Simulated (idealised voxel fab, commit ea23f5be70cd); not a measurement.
The process module that follows is named voxel wiring stack.
We display cut, a cross-section 215 nm in width whose square cells are each 5 nm.
Each cross-section below is a grid of square cells, stated as bands in top-down order, with one or more rows of cells making up each band.
Band: top height; bottom height; in nm. Then, left to right: material with width in nm, for each material. "everywhere": a single material spanning edge to edge. "air": empty space.
We count height from 0. Below that, the starting wafer is all one material. The lowest band never ends at the bottom but goes on down; see "z 0 and below" for how that is written.
You'd read "30..40" like this: the band's top row of cells is as wide as the first number, its bottom row is as wide as the second, and going down, every row changes width by the same amount as the row before did.
Given "nothing different" for a step, no cell of the cross-section differs between before and after that step.
"Unvented voids" lists enclosed empty spaces (at least 8 cells, no open path upward to the top), each as width x height at distance from the left edge, in nm.
Step line, after settings: the simulator's comment on this step.
Regarding "overlay nm": on a step with a mask, it is the distance the mask lay to the right of its planned place; a negative value places it to the left.
### The planned process steps are enumerated hereunder
| 1 | RECEIVE, material Si |
| 2 | CONFORMAL_DEP, material SiO2, thk nm 10 |
| 3 | CONFORMAL_DEP, material SiCN, thk nm 5 |
| 4 | DIRECTIONAL_DEP, material SiO2, thk nm 15 |
| 5 | MASKED_ETCH, tone open, mask id METAL_1, width nm 25, pitch nm 50, etch materials SiO2, depth nm 15, overlay nm 0 |
| 6 | MASKED_ETCH, tone open, mask id METAL_1, width nm 25, pitch nm 50, etch materials SiCN, depth nm 5, overlay nm 0 |
| 7 | CONFORMAL_DEP, material TiN, thk nm 5 |
| 8 | FILL_DEP, material W, thk nm 5 |
| 9 | CMP, height nm 30 |
| 10 | CONFORMAL_DEP, material SiCN, thk nm 5 |
| 11 | DIRECTIONAL_DEP, material lowk, thk nm 20 |
| 12 | PATTERN, tone open, mask id PLUG_1, material resist, width nm 15, pitch nm 100, thk nm 15, overlay nm 0 |
| 13 | DIRECTIONAL_ETCH, etch materials lowk, depth nm 20 |
| 14 | DIRECTIONAL_ETCH, etch materials SiCN, depth nm 5 |
| 15 | STRIP, etch materials resist |
| 16 | EPI, material Ru, thk nm 10 |
| 17 | EPI, material Ru, thk nm 10 |
| 18 | EPI, material Ru, thk nm 5 |
| 19 | DIRECTIONAL_DEP, material TiN, thk nm 5 |
| 20 | DIRECTIONAL_DEP, material Ru, thk nm 20 |
| 21 | PATTERN, tone cover, mask id METAL_2, material resist, width nm 25, pitch nm 50, thk nm 20, overlay nm 0 |
| 22 | DIRECTIONAL_ETCH, etch materials Ru, depth nm 20 |
| 23 | DIRECTIONAL_ETCH, etch materials TiN, depth nm 5 |
| 24 | STRIP, etch materials resist |
| 25 | FILL_DEP, material SiO2, thk nm 10 |
| 26 | CMP, height nm 80 |
| 27 | CONFORMAL_DEP, material SiCN, thk nm 5 |
| 28 | DIRECTIONAL_DEP, material lowk, thk nm 15 |
| 29 | PATTERN, tone open, mask id PLUG_2, material resist, width nm 15, pitch nm 100, thk nm 20, overlay nm 0 |
| 30 | DIRECTIONAL_ETCH, etch materials lowk, depth nm 15 |
| 31 | DIRECTIONAL_ETCH, etch materials SiCN, depth nm 5 |
| 32 | STRIP, etch materials resist |
| 33 | CONFORMAL_DEP, material TiN, thk nm 5 |
| 34 | FILL_DEP, material Cu, thk nm 5 |
| 35 | CMP, height nm 100 |
| 36 | DIRECTIONAL_DEP, material TiN, thk nm 5 |
| 37 | DIRECTIONAL_DEP, material Ru, thk nm 15 |
| 38 | MASKED_ETCH, tone cover, mask id METAL_3, width nm 25, pitch nm 50, etch materials Ru, depth nm 15, overlay nm 0 |
| 39 | MASKED_ETCH, tone cover, mask id METAL_3, width nm 25, pitch nm 50, etch materials TiN, depth nm 5, overlay nm 0 |
| 40 | FILL_DEP, material SiO2, thk nm 10 |
| 41 | CMP, height nm 120 |
| 42 | CONFORMAL_DEP, material SiN, thk nm 5 |
### On the first of the two wafers: run conducted according to plan
### Shown in cross-section is the wafer as received, that is, as it stands after step 1
z 0 and below  Si everywhere
Unvented voids: none
### After step 2, in cross-section
z 10 to 0  SiO2 everywhere
Below a height of 0, the structure has not been altered.
### After step 3, in cross-section
z 15 to 10  SiCN everywhere
Below a height of 10, the structure has not been altered.
### After step 4, in cross-section
z 30 to 15  SiO2 everywhere
Below a height of 15, the structure has not been altered.
### After step 5, in cross-section
z 30 to 15  SiO2 45 | air 25 | SiO2 25 | air 25 | SiO2 25 | air 25 | SiO2 45
Below a height of 15, the structure has not been altered.
### After step 6, in cross-section
z 30 to 15  SiO2 45 | air 25 | SiO2 25 | air 25 | SiO2 25 | air 25 | SiO2 45
z 15 to 10  SiCN 45 | air 25 | SiCN 25 | air 25 | SiCN 25 | air 25 | SiCN 45
Below a height of 10, the structure has not been altered.
### After step 7, in cross-section
z 35 to 30  TiN 50 | air 15 | TiN 35 | air 15 | TiN 35 | air 15 | TiN 50
z 30 to 15  SiO2 45 | TiN 5 | air 15 | TiN 5 | SiO2 25 | TiN 5 | air 15 | TiN 5 | SiO2 25 | TiN 5 | air 15 | TiN 5 | SiO2 45
z 15 to 10  SiCN 45 | TiN 25 | SiCN 25 | TiN 25 | SiCN 25 | TiN 25 | SiCN 45
Below a height of 10, the structure has not been altered.
### After step 8, in cross-section
z 40 to 35  W everywhere
z 35 to 30  TiN 50 | W 15 | TiN 35 | W 15 | TiN 35 | W 15 | TiN 50
z 30 to 15  SiO2 45 | TiN 5 | W 15 | TiN 5 | SiO2 25 | TiN 5 | W 15 | TiN 5 | SiO2 25 | TiN 5 | W 15 | TiN 5 | SiO2 45
Below a height of 15, the structure has not been altered.
### After step 9, in cross-section
z 30 to 15  SiO2 45 | TiN 5 | W 15 | TiN 5 | SiO2 25 | TiN 5 | W 15 | TiN 5 | SiO2 25 | TiN 5 | W 15 | TiN 5 | SiO2 45
Below a height of 15, the structure has not been altered.
### After step 10, in cross-section
z 35 to 30  SiCN everywhere
Below a height of 30, the structure has not been altered.
### After step 11, in cross-section
z 55 to 35  lowk everywhere
Below a height of 35, the structure has not been altered.
### After step 12, in cross-section
z 70 to 55  resist 45 | air 15 | resist 85 | air 15 | resist 55
Below a height of 55, the structure has not been altered.
### After step 13, in cross-section
z 70 to 55  resist 45 | air 15 | resist 85 | air 15 | resist 55
z 55 to 35  lowk 45 | air 15 | lowk 85 | air 15 | lowk 55
Below a height of 35, the structure has not been altered.
### After step 14, in cross-section
z 70 to 55  resist 45 | air 15 | resist 85 | air 15 | resist 55
z 55 to 35  lowk 45 | air 15 | lowk 85 | air 15 | lowk 55
z 35 to 30  SiCN 45 | air 15 | SiCN 85 | air 15 | SiCN 55
Below a height of 30, the structure has not been altered.
### After step 15, in cross-section
z 55 to 35  lowk 45 | air 15 | lowk 85 | air 15 | lowk 55
Below a height of 35, the structure has not been altered.
### After step 16, in cross-section
z 55 to 40  lowk 45 | air 15 | lowk 85 | air 15 | lowk 55
z 40 to 35  lowk 45 | Ru 15 | lowk 85 | Ru 15 | lowk 55
z 35 to 30  SiCN 45 | Ru 15 | SiCN 85 | Ru 15 | SiCN 55
Below a height of 30, the structure has not been altered.
### After step 17, in cross-section
z 55 to 50  lowk 45 | air 15 | lowk 85 | air 15 | lowk 55
z 50 to 35  lowk 45 | Ru 15 | lowk 85 | Ru 15 | lowk 55
Below a height of 35, the structure has not been altered.
### After step 18, in cross-section
z 55 to 35  lowk 45 | Ru 15 | lowk 85 | Ru 15 | lowk 55
Below a height of 35, the structure has not been altered.
### After step 19, in cross-section
z 60 to 55  TiN everywhere
Below a height of 55, the structure has not been altered.
### After step 20, in cross-section
z 80 to 60  Ru everywhere
Below a height of 60, the structure has not been altered.
### After step 21, in cross-section
z 100 to 80  air 45 | resist 25 | air 25 | resist 25 | air 25 | resist 25 | air 45
Below a height of 80, the structure has not been altered.
### After step 22, in cross-section
z 100 to 80  air 45 | resist 25 | air 25 | resist 25 | air 25 | resist 25 | air 45
z 80 to 60  air 45 | Ru 25 | air 25 | Ru 25 | air 25 | Ru 25 | air 45
Below a height of 60, the structure has not been altered.
### After step 23, in cross-section
z 100 to 80  air 45 | resist 25 | air 25 | resist 25 | air 25 | resist 25 | air 45
z 80 to 60  air 45 | Ru 25 | air 25 | Ru 25 | air 25 | Ru 25 | air 45
z 60 to 55  air 45 | TiN 25 | air 25 | TiN 25 | air 25 | TiN 25 | air 45
Below a height of 55, the structure has not been altered.
### After step 24, in cross-section
z 80 to 60  air 45 | Ru 25 | air 25 | Ru 25 | air 25 | Ru 25 | air 45
Below a height of 60, the structure has not been altered.
### After step 25, in cross-section
z 90 to 80  SiO2 everywhere
z 80 to 60  SiO2 45 | Ru 25 | SiO2 25 | Ru 25 | SiO2 25 | Ru 25 | SiO2 45
z 60 to 55  SiO2 45 | TiN 25 | SiO2 25 | TiN 25 | SiO2 25 | TiN 25 | SiO2 45
Below a height of 55, the structure has not been altered.
### After step 26, in cross-section
z 80 to 60  SiO2 45 | Ru 25 | SiO2 25 | Ru 25 | SiO2 25 | Ru 25 | SiO2 45
Below a height of 60, the structure has not been altered.
### After step 27, in cross-section
z 85 to 80  SiCN everywhere
Below a height of 80, the structure has not been altered.
### After step 28, in cross-section
z 100 to 85  lowk everywhere
Below a height of 85, the structure has not been altered.
### After step 29, in cross-section
z 120 to 100  resist 45 | air 15 | resist 85 | air 15 | resist 55
Below a height of 100, the structure has not been altered.
### After step 30, in cross-section
z 120 to 100  resist 45 | air 15 | resist 85 | air 15 | resist 55
z 100 to 85  lowk 45 | air 15 | lowk 85 | air 15 | lowk 55
Below a height of 85, the structure has not been altered.
### After step 31, in cross-section
z 120 to 100  resist 45 | air 15 | resist 85 | air 15 | resist 55
z 100 to 85  lowk 45 | air 15 | lowk 85 | air 15 | lowk 55
z 85 to 80  SiCN 45 | air 15 | SiCN 85 | air 15 | SiCN 55
Below a height of 80, the structure has not been altered.
### After step 32, in cross-section
z 100 to 85  lowk 45 | air 15 | lowk 85 | air 15 | lowk 55
Below a height of 85, the structure has not been altered.
### After step 33, in cross-section
z 105 to 100  TiN 50 | air 5 | TiN 95 | air 5 | TiN 60
z 100 to 85  lowk 45 | TiN 5 | air 5 | TiN 5 | lowk 85 | TiN 5 | air 5 | TiN 5 | lowk 55
z 85 to 80  SiCN 45 | TiN 15 | SiCN 85 | TiN 15 | SiCN 55
Below a height of 80, the structure has not been altered.
### After step 34, in cross-section
z 110 to 105  Cu everywhere
z 105 to 100  TiN 50 | Cu 5 | TiN 95 | Cu 5 | TiN 60
z 100 to 85  lowk 45 | TiN 5 | Cu 5 | TiN 5 | lowk 85 | TiN 5 | Cu 5 | TiN 5 | lowk 55
Below a height of 85, the structure has not been altered.
### After step 35, in cross-section
z 100 to 85  lowk 45 | TiN 5 | Cu 5 | TiN 5 | lowk 85 | TiN 5 | Cu 5 | TiN 5 | lowk 55
Below a height of 85, the structure has not been altered.
### After step 36, in cross-section
z 105 to 100  TiN everywhere
Below a height of 100, the structure has not been altered.
### After step 37, in cross-section
z 120 to 105  Ru everywhere
Below a height of 105, the structure has not been altered.
### After step 38, in cross-section
z 120 to 105  air 45 | Ru 25 | air 25 | Ru 25 | air 25 | Ru 25 | air 45
Below a height of 105, the structure has not been altered.
### After step 39, in cross-section
z 120 to 105  air 45 | Ru 25 | air 25 | Ru 25 | air 25 | Ru 25 | air 45
z 105 to 100  air 45 | TiN 25 | air 25 | TiN 25 | air 25 | TiN 25 | air 45
Below a height of 100, the structure has not been altered.
### After step 40, in cross-section
z 130 to 120  SiO2 everywhere
z 120 to 105  SiO2 45 | Ru 25 | SiO2 25 | Ru 25 | SiO2 25 | Ru 25 | SiO2 45
z 105 to 100  SiO2 45 | TiN 25 | SiO2 25 | TiN 25 | SiO2 25 | TiN 25 | SiO2 45
Below a height of 100, the structure has not been altered.
### After step 41, in cross-section
z 120 to 105  SiO2 45 | Ru 25 | SiO2 25 | Ru 25 | SiO2 25 | Ru 25 | SiO2 45
Below a height of 105, the structure has not been altered.
### After step 42, in cross-section
z 125 to 120  SiN everywhere
Below a height of 120, the structure has not been altered.
### For the second wafer, take the first wafer's start and plan, then add one mistake made in running it; everything through step 24, that step included, is shared with the first
### Planned end of step 25: second wafer, cross-section
z 90 to 80  lowk everywhere
z 80 to 60  lowk 45 | Ru 25 | lowk 25 | Ru 25 | lowk 25 | Ru 25 | lowk 45
z 60 to 55  lowk 45 | TiN 25 | lowk 25 | TiN 25 | lowk 25 | TiN 25 | lowk 45
Below a height of 55, the structure has not been altered.
### Planned end of step 26: second wafer, cross-section
z 80 to 60  lowk 45 | Ru 25 | lowk 25 | Ru 25 | lowk 25 | Ru 25 | lowk 45
Below a height of 60, the structure has not been altered.
### Planned end of step 27: second wafer, cross-section
z 85 to 80  SiCN everywhere
Below a height of 80, the structure has not been altered.
### Planned end of step 28: second wafer, cross-section
z 100 to 85  lowk everywhere
Below a height of 85, the structure has not been altered.
### Planned end of step 29: second wafer, cross-section
z 120 to 100  resist 45 | air 15 | resist 85 | air 15 | resist 55
Below a height of 100, the structure has not been altered.
### Planned end of step 30: second wafer, cross-section
z 120 to 100  resist 45 | air 15 | resist 85 | air 15 | resist 55
z 100 to 85  lowk 45 | air 15 | lowk 85 | air 15 | lowk 55
Below a height of 85, the structure has not been altered.
### Planned end of step 31: second wafer, cross-section
z 120 to 100  resist 45 | air 15 | resist 85 | air 15 | resist 55
z 100 to 85  lowk 45 | air 15 | lowk 85 | air 15 | lowk 55
z 85 to 80  SiCN 45 | air 15 | SiCN 85 | air 15 | SiCN 55
Below a height of 80, the structure has not been altered.
### Planned end of step 32: second wafer, cross-section
z 100 to 85  lowk 45 | air 15 | lowk 85 | air 15 | lowk 55
Below a height of 85, the structure has not been altered.
### Planned end of step 33: second wafer, cross-section
z 105 to 100  TiN 50 | air 5 | TiN 95 | air 5 | TiN 60
z 100 to 85  lowk 45 | TiN 5 | air 5 | TiN 5 | lowk 85 | TiN 5 | air 5 | TiN 5 | lowk 55
z 85 to 80  SiCN 45 | TiN 15 | SiCN 85 | TiN 15 | SiCN 55
Below a height of 80, the structure has not been altered.
### Planned end of step 34: second wafer, cross-section
z 110 to 105  Cu everywhere
z 105 to 100  TiN 50 | Cu 5 | TiN 95 | Cu 5 | TiN 60
z 100 to 85  lowk 45 | TiN 5 | Cu 5 | TiN 5 | lowk 85 | TiN 5 | Cu 5 | TiN 5 | lowk 55
Below a height of 85, the structure has not been altered.
### Planned end of step 35: second wafer, cross-section
z 100 to 85  lowk 45 | TiN 5 | Cu 5 | TiN 5 | lowk 85 | TiN 5 | Cu 5 | TiN 5 | lowk 55
Below a height of 85, the structure has not been altered.
### Planned end of step 36: second wafer, cross-section
z 105 to 100  TiN everywhere
Below a height of 100, the structure has not been altered.
### Planned end of step 37: second wafer, cross-section
z 120 to 105  Ru everywhere
Below a height of 105, the structure has not been altered.
### Planned end of step 38: second wafer, cross-section
z 120 to 105  air 45 | Ru 25 | air 25 | Ru 25 | air 25 | Ru 25 | air 45
Below a height of 105, the structure has not been altered.
### Planned end of step 39: second wafer, cross-section
z 120 to 105  air 45 | Ru 25 | air 25 | Ru 25 | air 25 | Ru 25 | air 45
z 105 to 100  air 45 | TiN 25 | air 25 | TiN 25 | air 25 | TiN 25 | air 45
Below a height of 100, the structure has not been altered.
### Planned end of step 40: second wafer, cross-section
z 130 to 120  SiO2 everywhere
z 120 to 105  SiO2 45 | Ru 25 | SiO2 25 | Ru 25 | SiO2 25 | Ru 25 | SiO2 45
z 105 to 100  SiO2 45 | TiN 25 | SiO2 25 | TiN 25 | SiO2 25 | TiN 25 | SiO2 45
Below a height of 100, the structure has not been altered.
### Planned end of step 41: second wafer, cross-section
z 120 to 105  SiO2 45 | Ru 25 | SiO2 25 | Ru 25 | SiO2 25 | Ru 25 | SiO2 45
Below a height of 105, the structure has not been altered.
### Planned end of step 42: second wafer, cross-section
z 125 to 120  SiN everywhere
Below a height of 120, the structure has not been altered.
What went wrong in running the wafer? rather than as planned, step 25 actually ran as FILL_DEP, material lowk, thk nm 10
It is noted that, at the conclusion of processing, the second wafer exhibits a higher or lower cell count for certain materials relative to the first: 140 fewer of SiO2; 140 more of lowk
